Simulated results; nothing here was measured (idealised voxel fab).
The document below concerns the process module designated voxel capacitor over wiring.
Pictured: cross-section cut, 245 nm wide, on a grid of 5 nm square cells.
Think of the cross-section as a grid of square cells. We describe it in bands, top to bottom, and each band covers one or more rows of those cells. It is stipulated that each band's entry specify, in nanometres, the height of the top of the band and then that of its bottom, followed by the materials of the band in left-to-right sequence, each together with its width in nanometres. A single material marked by the word "full width" is understood to fill the band from edge to edge; the word "blank" is understood to denote empty space. Zero point of the height axis is 0; under it, received wafer = one material. Lowest band: continues down indefinitely, "0 down". A two-number width, for instance "30..40", indicates that the width is equal to the first number in the top row of the band and to the second number in the bottom row, and that it changes by a constant amount per row of cells. Step note "no change" = no cross-section cell changed. "Unvented internal voids": empty spaces of 8 cells or more with no open way to the top, each given as width x height at distance, distance from the left edge, all in nm. Step line, after settings: the simulator's comment on this step. overlay nm: mask right of planned place by this much (step with mask). Neg. = left.

STEPS IN THE PROCESS PLAN
1 RECEIVE, material Si
2 CONFORMAL_DEP, material SiO2, thk nm 15
3 CONFORMAL_DEP, material SiCN, thk nm 5
4 DIRECTIONAL_DEP, material lowk, thk nm 25
5 DIRECTIONAL_DEP, material aC, thk nm 15
6 PATTERN, tone open, mask id METAL_1, material resist, width nm 20, pitch nm 90, thk nm 35, overlay nm 0
7 DIRECTIONAL_ETCH, etch materials aC, depth nm 15
8 STRIP, etch materials resist
9 DIRECTIONAL_ETCH, etch materials lowk, depth nm 25
10 DIRECTIONAL_ETCH, etch materials SiCN, depth nm 5
11 STRIP, etch materials aC
12 CONFORMAL_DEP, material TiN, thk nm 5
13 FILL_DEP, material Cu, thk nm 5
14 CMP, height nm 45
15 EPI, material Ru, thk nm 5
16 FILL_DEP, material SiCN, thk nm 5
17 DIRECTIONAL_DEP, material SiO2, thk nm 20
18 PATTERN, tone open, mask id PLUG_1, material resist, width nm 15, thk nm 20, overlay nm 0
19 DIRECTIONAL_ETCH, etch materials SiO2, depth nm 20
20 DIRECTIONAL_ETCH, etch materials SiCN, depth nm 5
21 STRIP, etch materials resist
22 EPI, material Ru, thk nm 10
23 EPI, material Ru, thk nm 10
24 EPI, material Ru, thk nm 5
25 DIRECTIONAL_DEP, material TiN, thk nm 5
26 DIRECTIONAL_DEP, material Al2O3, thk nm 5
27 DIRECTIONAL_DEP, material TiN, thk nm 5
28 MASKED_ETCH, tone cover, mask id UPPER_PLATE, width nm 75, etch materials TiN, depth nm 5, overlay nm 0
29 MASKED_ETCH, tone cover, mask id UPPER_PLATE, width nm 75, etch materials Al2O3, depth nm 5, overlay nm 0
30 DIRECTIONAL_DEP, material aC, thk nm 15
31 PATTERN, tone cover, mask id LOWER_PLATE, material resist, width nm 85, thk nm 30, overlay nm 0
32 DIRECTIONAL_ETCH, etch materials aC, depth nm 15
33 STRIP, etch materials resist
34 DIRECTIONAL_ETCH, etch materials TiN, depth nm 5
35 STRIP, etch materials aC
36 FILL_DEP, material SiO2, thk nm 20
37 CMP, height nm 105
38 DIRECTIONAL_DEP, material aC, thk nm 15
39 PATTERN, tone open, mask id PLUG_2, material resist, width nm 15, thk nm 35, overlay nm 0
40 DIRECTIONAL_ETCH, etch materials aC, depth nm 15
41 STRIP, etch materials resist
42 DIRECTIONAL_ETCH, etch materials SiO2, depth nm 15
43 STRIP, etch materials aC
44 CONFORMAL_DEP, material TiN, thk nm 5
45 FILL_DEP, material Cu, thk nm 10
46 CMP, height nm 105
47 CONFORMAL_DEP, material SiN, thk nm 5

CROSS-SECTION: WAFER ON ARRIVAL = AFTER STEP 1
0 down = Si full width
Unvented internal voids: none

CROSS-SECTIONAL IMAGE OF THE FIRST OF TWO WAFERS AT THE END OF THE MODULE, THE RUN HAVING PROCEEDED AS PLANNED
110 to 105 = SiN full width
105 to 95 = SiO2 80  TiN 5  Cu 5  TiN 5  SiO2 150
95 to 85 = SiO2 80..70  TiN 15..75  SiO2 150..100
85 to 80 = SiO2 70  Al2O3 75  SiO2 100
80 to 75 = SiO2 65  TiN 85  SiO2 95
75 to 55 = SiO2 70  Ru 15  SiO2 160
55 to 50 = SiCN 70  Ru 15  SiCN 160
50 to 45 = SiCN 60  Ru 30  SiCN 60  Ru 30  SiCN 65
45 to 20 = lowk 65  TiN 5  Cu 10  TiN 5  lowk 70  TiN 5  Cu 10  TiN 5  lowk 70
20 to 15 = SiCN 65  TiN 20  SiCN 70  TiN 20  SiCN 70
15 to 0 = SiO2 full width
0 down = Si full width
Unvented internal voids: none

CROSS-SECTIONAL VIEW OF THE SECOND OF TWO WAFERS UPON COMPLETION OF THE MODULE. THIS WAFER SHARED ITS STARTING CONDITION AND PROCESS PLAN WITH THE FIRST; ONE ERROR WAS MADE DURING ITS EXECUTION
110 to 105 = SiN full width
105 to 100 = SiO2 80  TiN 5  Cu 5  TiN 5  SiO2 150
100 to 95 = SiO2 80  TiN 15  SiO2 150
95 to 90 = SiO2 70  TiN 5  SiO2 5  TiN 65  SiO2 100
90 to 85 = SiO2 70  Al2O3 5  TiN 5  Al2O3 65  SiO2 100
85 to 80 = Ru 75  Al2O3 5  Ru 165
80 to 75 = TiN 70  Ru 15  TiN 160
75 to 70 = SiO2 70  TiN 15  SiO2 160
70 to 55 = SiO2 70  Ru 15  SiO2 160
55 to 50 = SiCN 70  Ru 15  SiCN 160
50 to 45 = SiCN 60  Ru 30  SiCN 60  Ru 30  SiCN 65
45 to 20 = lowk 65  TiN 5  Cu 10  TiN 5  lowk 70  TiN 5  Cu 10  TiN 5  lowk 70
20 to 15 = SiCN 65  TiN 20  SiCN 70  TiN 20  SiCN 70
15 to 0 = SiO2 full width
0 down = Si full width
Unvented internal voids: none
What went wrong in running the wafer? the run placed steps 24 and 25 each in the position the plan gave to the other
Wafer comparison, final, in cells, second relative to first, materials more or fewer: -1 Cu, +48 Ru, -77 SiO2, +30 TiN
